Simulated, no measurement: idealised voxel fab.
process module | voxel self aligned contacts
cross-section cut | 160 nm wide | cells 5 nm
A cross-section is a grid of square cells, given in bands from the top down. A band is one or more rows of cells.
Each band's line starts with the height of the band's top and of its bottom, in nm. Then come its materials from left to right, each with its width in nm. One material with "throughout" fills the band from edge to edge. "air" is empty space.
Height 0 is the level under which the wafer as received is all one material. The lowest band goes on downwards, as in "0 down".
A width such as "30 to 40" changes by the same amount from each row of cells to the next, from the band's top row to its bottom row.
"no change" after a step means that no cell of the cross-section changed.
closed voids: empty space of 8 cells or more with no open way to the top, each as width x height at its distance from the left edge, in nm
after a step's settings: what the simulator itself notes on the step
overlay nm, on a step with a mask: how far to the right of its planned place the mask lay; to the left if negative
plan
1 op RECEIVE | material Si
2 op CONFORMAL_DEP | material SiO2 | thk nm 5
3 op DIRECTIONAL_DEP | material polySi | thk nm 20
4 op DIRECTIONAL_DEP | material SiN | thk nm 25
5 op MASKED_ETCH | tone cover | mask id GATE | width nm 25 | pitch nm 60 | etch materials SiN | depth nm 25 | overlay nm 0
6 op MASKED_ETCH | tone cover | mask id GATE | width nm 25 | pitch nm 60 | etch materials polySi | depth nm 20 | overlay nm 0
7 op CONFORMAL_DEP | material SiN | thk nm 10
8 op DIRECTIONAL_ETCH | etch materials SiN | depth nm 10
9 op FILL_DEP | material SiO2 | thk nm 20
10 op CMP | height nm 60
11 op MASKED_ETCH | tone open | mask id CONTACT | width nm 45 | etch materials SiO2 | depth nm 60 | overlay nm 0
12 op CONFORMAL_DEP | material TiN | thk nm 5
13 op FILL_DEP | material Ru | thk nm 10
14 op CMP | height nm 60
15 op CONFORMAL_DEP | material SiCN | thk nm 5
as received, after step 1
  0 down: Si throughout
  closed voids: none
a wafer at the end: this start, this plan, one mistake
  65 to 60: SiCN throughout
  60 to 50: SiO2 55 | TiN 5 to 20 | Ru 35 to 5 | TiN 5 to 20 | SiO2 60
  50 to 25: SiO2 25 | SiN 45 | TiN 5 | Ru 5 | TiN 5 | SiN 45 | SiO2 30
  25 to 20: SiO2 70 | TiN 15 | SiO2 75
  20 to 0: polySi throughout
  0 down: Si throughout
  closed voids: none
what went wrong: steps 2 and 3 were swapped
